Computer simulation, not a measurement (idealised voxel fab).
process module | voxel air gaps
cross-section cut | 170 nm wide | cells 5 nm
A cross-section is a grid of square cells, given in bands from the top down. A band is one or more rows of cells.
Each band's line starts with the height of the band's top and of its bottom, in nm. Then come its materials from left to right, each with its width in nm. One material with "throughout" fills the band from edge to edge. "air" is empty space.
Height 0 is the level under which the wafer as received is all one material. The lowest band goes on downwards, as in "0 down".
A width such as "30 to 40" changes by the same amount from each row of cells to the next, from the band's top row to its bottom row.
"no change" after a step means that no cell of the cross-section changed.
closed voids: empty space of 8 cells or more with no open way to the top, each as width x height at its distance from the left edge, in nm
after a step's settings: what the simulator itself notes on the step
overlay nm, on a step with a mask: how far to the right of its planned place the mask lay; to the left if negative
plan
1 op RECEIVE | material Si
2 op CONFORMAL_DEP | material SiO2 | thk nm 10
3 op CONFORMAL_DEP | material SiN | thk nm 5
4 op DIRECTIONAL_DEP | material SiO2 | thk nm 40
5 op PATTERN | tone open | mask id LINES | material resist | width nm 25 | pitch nm 50 | thk nm 20 | overlay nm 0
6 op DIRECTIONAL_ETCH | etch materials SiO2 | depth nm 40
7 op STRIP | etch materials resist
8 op CONFORMAL_DEP | material TiN | thk nm 5
9 op FILL_DEP | material Cu | thk nm 5
10 op CMP | height nm 55
11 op EPI | material Ru | thk nm 10
12 op SELECTIVE_ETCH | etch materials SiO2 | depth nm 50
13 op CONFORMAL_DEP | material SiN | thk nm 5
first wafer, as planned
as received, after step 1
  0 down: Si throughout
  closed voids: none
after step 2
  10 to 0: SiO2 throughout
  below 0: unchanged
after step 3
  15 to 10: SiN throughout
  below 10: unchanged
after step 4
  55 to 15: SiO2 throughout
  below 15: unchanged
after step 5
  75 to 55: resist 20 | air 25 | resist 25 | air 25 | resist 25 | air 25 | resist 25
  below 55: unchanged
after step 6
  75 to 55: resist 20 | air 25 | resist 25 | air 25 | resist 25 | air 25 | resist 25
  55 to 15: SiO2 20 | air 25 | SiO2 25 | air 25 | SiO2 25 | air 25 | SiO2 25
  below 15: unchanged
after step 7
  55 to 15: SiO2 20 | air 25 | SiO2 25 | air 25 | SiO2 25 | air 25 | SiO2 25
  below 15: unchanged
after step 8
  60 to 55: TiN 25 | air 15 | TiN 35 | air 15 | TiN 35 | air 15 | TiN 30
  55 to 20: SiO2 20 | TiN 5 | air 15 | TiN 5 | SiO2 25 | TiN 5 | air 15 | TiN 5 | SiO2 25 | TiN 5 | air 15 | TiN 5 | SiO2 25
  20 to 15: SiO2 20 | TiN 25 | SiO2 25 | TiN 25 | SiO2 25 | TiN 25 | SiO2 25
  below 15: unchanged
after step 9
  65 to 60: Cu throughout
  60 to 55: TiN 25 | Cu 15 | TiN 35 | Cu 15 | TiN 35 | Cu 15 | TiN 30
  55 to 20: SiO2 20 | TiN 5 | Cu 15 | TiN 5 | SiO2 25 | TiN 5 | Cu 15 | TiN 5 | SiO2 25 | TiN 5 | Cu 15 | TiN 5 | SiO2 25
  below 20: unchanged
after step 10
  55 to 20: SiO2 20 | TiN 5 | Cu 15 | TiN 5 | SiO2 25 | TiN 5 | Cu 15 | TiN 5 | SiO2 25 | TiN 5 | Cu 15 | TiN 5 | SiO2 25
  below 20: unchanged
after step 11
  65 to 55: air 10 | Ru 45 | air 5 | Ru 45 | air 5 | Ru 45 | air 15
  below 55: unchanged
after step 12
  65 to 55: air 10 | Ru 45 | air 5 | Ru 45 | air 5 | Ru 45 | air 15
  55 to 20: air 20 | TiN 5 | Cu 15 | TiN 5 | air 25 | TiN 5 | Cu 15 | TiN 5 | air 25 | TiN 5 | Cu 15 | TiN 5 | air 25
  20 to 15: air 20 | TiN 25 | air 25 | TiN 25 | air 25 | TiN 25 | air 25
  below 15: unchanged
after step 13
  70 to 65: air 5 | SiN 155 | air 10
  65 to 55: air 5 | SiN 5 | Ru 45 | SiN 5 | Ru 45 | SiN 5 | Ru 45 | SiN 5 | air 10
  55 to 50: air 5 | SiN 15 | TiN 5 | Cu 15 | TiN 5 | SiN 25 | TiN 5 | Cu 15 | TiN 5 | SiN 25 | TiN 5 | Cu 15 | TiN 5 | SiN 15 | air 10
  50 to 20: air 15 | SiN 5 | TiN 5 | Cu 15 | TiN 5 | SiN 5 | air 15 | SiN 5 | TiN 5 | Cu 15 | TiN 5 | SiN 5 | air 15 | SiN 5 | TiN 5 | Cu 15 | TiN 5 | SiN 5 | air 20
  20 to 15: SiN 20 | TiN 25 | SiN 25 | TiN 25 | SiN 25 | TiN 25 | SiN 25
  below 15: unchanged
  closed voids: 15 x 30 at 50; 15 x 30 at 100
second wafer: like start, like plan, one mistake. Through step 4 it matches the first wafer
when step 5 should have ended
  75 to 55: air 20 | resist 25 | air 25 | resist 25 | air 25 | resist 25 | air 25
  below 55: unchanged
when step 6 should have ended
  75 to 55: air 20 | resist 25 | air 25 | resist 25 | air 25 | resist 25 | air 25
  55 to 15: air 20 | SiO2 25 | air 25 | SiO2 25 | air 25 | SiO2 25 | air 25
  below 15: unchanged
when step 7 should have ended
  55 to 15: air 20 | SiO2 25 | air 25 | SiO2 25 | air 25 | SiO2 25 | air 25
  below 15: unchanged
when step 8 should have ended
  60 to 55: air 15 | TiN 35 | air 15 | TiN 35 | air 15 | TiN 35 | air 20
  55 to 20: air 15 | TiN 5 | SiO2 25 | TiN 5 | air 15 | TiN 5 | SiO2 25 | TiN 5 | air 15 | TiN 5 | SiO2 25 | TiN 5 | air 20
  20 to 15: TiN 20 | SiO2 25 | TiN 25 | SiO2 25 | TiN 25 | SiO2 25 | TiN 25
  below 15: unchanged
when step 9 should have ended
  65 to 60: Cu throughout
  60 to 55: Cu 15 | TiN 35 | Cu 15 | TiN 35 | Cu 15 | TiN 35 | Cu 20
  55 to 20: Cu 15 | TiN 5 | SiO2 25 | TiN 5 | Cu 15 | TiN 5 | SiO2 25 | TiN 5 | Cu 15 | TiN 5 | SiO2 25 | TiN 5 | Cu 20
  below 20: unchanged
when step 10 should have ended
  55 to 20: Cu 15 | TiN 5 | SiO2 25 | TiN 5 | Cu 15 | TiN 5 | SiO2 25 | TiN 5 | Cu 15 | TiN 5 | SiO2 25 | TiN 5 | Cu 20
  below 20: unchanged
when step 11 should have ended
  65 to 55: Ru 30 | air 5 | Ru 45 | air 5 | Ru 45 | air 5 | Ru 35
  below 55: unchanged
when step 12 should have ended
  65 to 55: Ru 30 | air 5 | Ru 45 | air 5 | Ru 45 | air 5 | Ru 35
  55 to 20: Cu 15 | TiN 5 | air 25 | TiN 5 | Cu 15 | TiN 5 | air 25 | TiN 5 | Cu 15 | TiN 5 | air 25 | TiN 5 | Cu 20
  20 to 15: TiN 20 | air 25 | TiN 25 | air 25 | TiN 25 | air 25 | TiN 25
  below 15: unchanged
when step 13 should have ended
  70 to 65: SiN throughout
  65 to 55: Ru 30 | SiN 5 | Ru 45 | SiN 5 | Ru 45 | SiN 5 | Ru 35
  55 to 50: Cu 15 | TiN 5 | SiN 25 | TiN 5 | Cu 15 | TiN 5 | SiN 25 | TiN 5 | Cu 15 | TiN 5 | SiN 25 | TiN 5 | Cu 20
  50 to 20: Cu 15 | TiN 5 | SiN 5 | air 15 | SiN 5 | TiN 5 | Cu 15 | TiN 5 | SiN 5 | air 15 | SiN 5 | TiN 5 | Cu 15 | TiN 5 | SiN 5 | air 15 | SiN 5 | TiN 5 | Cu 20
  20 to 15: TiN 20 | SiN 25 | TiN 25 | SiN 25 | TiN 25 | SiN 25 | TiN 25
  below 15: unchanged
  closed voids: 15 x 30 at 25; 15 x 30 at 75; 15 x 30 at 125
what went wrong: step 5 ran as: op PATTERN | tone cover | mask id LINES | material resist | width nm 25 | pitch nm 50 | thk nm 20 | overlay nm 0
at the end the second wafer has, in cells: 28 more of Cu | 8 more of Ru | 4 fewer of SiN | 4 more of TiN
closed voids at the end (first wafer, second wafer): 2, 3
